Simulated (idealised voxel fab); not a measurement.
Process module name: voxel transistor to metal
It is cross-section cut that appears here, measuring 150 nm in width, its square cells being 5 nm in size.
Bands, listed from the top down, are how a cross-section gets written in this document; the cross-section itself is a grid of square cells, and a band is one or more rows of them.
Band entry format. Leading values: height of top, height of bottom, nm. Remainder: materials in left-to-right order, each with its width in nm. Special words: "edge to edge" on a single material, which then fills the band edge to edge; "air", empty space.
Convention: height 0 is the level below which the wafer, as received, is all one material. The lowest band does not terminate at the bottom but continues downward, represented as "0..down".
When a width is written as two numbers, as in "30..40", the first number is the width in the top row of cells of the band and the second is the width in its bottom row, and the width changes by the same amount from each row to the next.
You'll sometimes find "no modifications" written for a step, and that's the way of saying that nowhere in the cross-section did a cell change during that step.
"Voids, sealed" means: voids of 8 cells or more that are shut off from the top with no open way through. Written width x height at distance, distance from the left edge, in nm.
Whatever follows a step's settings on its line is a remark the simulator itself makes about that step.
overlay nm: how far to the right of its planned place the mask lay on this masked step (negative: to the left).
[List of planned process steps]
| 1 | RECEIVE: material Si |
| 2 | CONFORMAL_DEP: material SiO2, thk nm 5 |
| 3 | CONFORMAL_DEP: material SiN, thk nm 10 |
| 4 | DIRECTIONAL_DEP: material aC, thk nm 15 |
| 5 | PATTERN: tone cover, mask id ACTIVE, material resist, width nm 115, thk nm 35, overlay nm 0 |
| 6 | DIRECTIONAL_ETCH: etch materials aC, depth nm 15 |
| 7 | STRIP: etch materials resist |
| 8 | DIRECTIONAL_ETCH: etch materials SiN, depth nm 10 |
| 9 | DIRECTIONAL_ETCH: etch materials SiO2, depth nm 5 |
| 10 | DIRECTIONAL_ETCH: etch materials Si, depth nm 35 |
| 11 | STRIP: etch materials aC |
| 12 | FILL_DEP: material SiO2, thk nm 10 |
| 13 | CMP: height nm 15 |
| 14 | SELECTIVE_ETCH: etch materials SiO2, depth nm 5 |
| 15 | STRIP: etch materials SiN |
| 16 | SELECTIVE_ETCH: etch materials SiO2, depth nm 5 |
| 17 | OXIDIZE: depth nm 5 |
| 18 | DIRECTIONAL_DEP: material polySi, thk nm 30 |
| 19 | DIRECTIONAL_DEP: material SiCN, thk nm 15 |
| 20 | DIRECTIONAL_DEP: material aC, thk nm 15 |
| 21 | PATTERN: tone cover, mask id GATE, material resist, width nm 35, thk nm 35, overlay nm 0 |
| 22 | DIRECTIONAL_ETCH: etch materials aC, depth nm 15 |
| 23 | STRIP: etch materials resist |
| 24 | DIRECTIONAL_ETCH: etch materials SiCN, depth nm 25 |
| 25 | DIRECTIONAL_ETCH: etch materials polySi, depth nm 40 |
| 26 | STRIP: etch materials aC |
| 27 | CONFORMAL_DEP: material SiN, thk nm 10 |
| 28 | DIRECTIONAL_ETCH: etch materials SiN, depth nm 10 |
| 29 | DIRECTIONAL_ETCH: etch materials SiO2, depth nm 5 |
| 30 | DIRECTIONAL_ETCH: etch materials Si, depth nm 15 |
| 31 | EPI: material pSi, thk nm 15 |
| 32 | FILL_DEP: material SiO2, thk nm 5 |
| 33 | CMP: height nm 30 |
| 34 | STRIP: etch materials polySi |
| 35 | SELECTIVE_ETCH: etch materials SiO2, depth nm 5 |
| 36 | CONFORMAL_DEP: material HfO2, thk nm 5 |
| 37 | CONFORMAL_DEP: material TiN, thk nm 5 |
| 38 | FILL_DEP: material W, thk nm 5 |
| 39 | CMP: height nm 25 |
| 40 | DIRECTIONAL_DEP: material SiO2, thk nm 10 |
| 41 | DIRECTIONAL_DEP: material aC, thk nm 15 |
| 42 | PATTERN: tone open, mask id CONTACT, material resist, width nm 15, pitch nm 90, thk nm 35, overlay nm 0 |
| 43 | DIRECTIONAL_ETCH: etch materials aC, depth nm 15 |
| 44 | STRIP: etch materials resist |
| 45 | DIRECTIONAL_ETCH: etch materials SiO2, depth nm 25 |
| 46 | STRIP: etch materials aC |
| 47 | CONFORMAL_DEP: material TiN, thk nm 5 |
| 48 | FILL_DEP: material Ru, thk nm 10 |
| 49 | CMP: height nm 35 |
| 50 | DIRECTIONAL_DEP: material TiN, thk nm 5 |
| 51 | DIRECTIONAL_DEP: material W, thk nm 20 |
| 52 | PATTERN: tone cover, mask id METAL_1, material resist, width nm 15, pitch nm 90, thk nm 20, overlay nm 0 |
| 53 | DIRECTIONAL_ETCH: etch materials W, depth nm 20 |
| 54 | DIRECTIONAL_ETCH: etch materials TiN, depth nm 5 |
| 55 | STRIP: etch materials resist |
| 56 | CONFORMAL_DEP: material SiN, thk nm 5 |
| 57 | FILL_DEP: material lowk, thk nm 10 |
| 58 | CMP: height nm 60 |
| 59 | CONFORMAL_DEP: material SiCN, thk nm 5 |
| 60 | DIRECTIONAL_DEP: material lowk, thk nm 25 |
| 61 | MASKED_ETCH: tone open, mask id METAL_2, width nm 15, pitch nm 90, etch materials lowk, depth nm 15, overlay nm 0 |
| 62 | MASKED_ETCH: tone open, mask id METAL_2_HOLES, width nm 15, pitch nm 90, etch materials lowk, depth nm 10, overlay nm 0 |
| 63 | MASKED_ETCH: tone open, mask id METAL_2_HOLES, width nm 15, pitch nm 90, etch materials SiCN, depth nm 5, overlay nm 0 |
| 64 | CONFORMAL_DEP: material TiN, thk nm 5 |
| 65 | FILL_DEP: material Ru, thk nm 5 |
| 66 | CMP: height nm 90 |
| 67 | CONFORMAL_DEP: material SiCN, thk nm 5 |
What sets these wafers apart? The width nm at step 42. They all start alike, and the plan carries the first wafer's value.
[Cross-section, first of several wafers, as delivered after step 1]
	0..down = Si edge to edge
	Voids, sealed: none
[Every row in this table is a wafer at the end of the module, and it gives, for each of the materials, the cells that wafer has gained (+) or lost (-) since it was received, then its closed voids]
width nm 15; +19 HfO2; +18 Ru; -102 Si; +54 SiCN; +64 SiN; +152 SiO2; +67 TiN; +36 W; +200 lowk; +62 pSi; Voids, sealed: none
width nm 20; +19 HfO2; +26 Ru; -102 Si; +54 SiCN; +64 SiN; +142 SiO2; +69 TiN; +36 W; +200 lowk; +62 pSi; Voids, sealed: none
width nm 25; +19 HfO2; +34 Ru; -102 Si; +54 SiCN; +64 SiN; +132 SiO2; +71 TiN; +36 W; +200 lowk; +62 pSi; Voids, sealed: none
width nm 30; +19 HfO2; +42 Ru; -102 Si; +54 SiCN; +64 SiN; +122 SiO2; +73 TiN; +36 W; +200 lowk; +62 pSi; Voids, sealed: none
